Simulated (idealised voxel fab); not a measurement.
Proc. module: voxel local oxidation
Section shown: cut. Width: 160 nm. Cell size: 5 nm, square.
A cross-section is written here as square cells arranged in a grid, and it is given in bands from the top down, each band taking up one or more rows of cells. Heights first: top, then bottom, in nm. Then materials, left to right, each with a width in nm. "edge to edge" on a single material: fills the band edge to edge. "air": empty space. Ref level 0: as-received wafer is one material below here. Bottom band extends down with no lower bound ("0 -> down"). When a width is written as two numbers, as in "30..40", the first number is the width in the top row of cells of the band and the second is the width in its bottom row, and the width changes by the same amount from each row to the next. "no modification" after a step means that no cell of the cross-section changed. Voids not open to the top, 8 cells minimum: see "Listed closed voids". Written width x height at distance; distance is from the left edge; nm. On each step's line, the part that comes after the settings is the simulator's own comment on the step. When a step includes a mask, the "overlay nm" setting on its line states how far to the right of its planned place that mask lay, and negative values state how far to the left.
# Process steps (planned)
- 1: RECEIVE, material Si
- 2: CONFORMAL_DEP, material SiO2, thk nm 5
- 3: CONFORMAL_DEP, material SiN, thk nm 15
- 4: PATTERN, tone cover, mask id ACTIVE, material resist, width nm 115, thk nm 20, overlay nm 0
- 5: DIRECTIONAL_ETCH, etch materials SiN, depth nm 15
- 6: STRIP, etch materials resist
- 7: SELECTIVE_ETCH, etch materials SiO2, depth nm 5
- 8: OXIDIZE, depth nm 15
- 9: STRIP, etch materials SiN
# The cross-section here shows the wafer as received, i.e. in its state after step 1
	0 -> down  Si edge to edge
	Listed closed voids: none
# First of two wafers, end-of-module section, run followed plan
	5 -> 0  25 nm air / 105 nm SiO2 / 30 nm air
	0 -> -15  40 nm SiO2 / 75 nm Si / 45 nm SiO2
	-15 -> down  Si edge to edge
	Listed closed voids: none
# Cross-sectional image of the second wafer of the two following completion of the module. Starting state and process plan were the same as for the first wafer; one execution error occurred
	0 -> -15  35 nm SiO2 / 85 nm Si / 40 nm SiO2
	-15 -> down  Si edge to edge
	Listed closed voids: none
What broke from the plan during processing? step 2 of the plan never got run, it was skipped over
at the end the second wafer has, in cells: Si +6; SiO2 -27
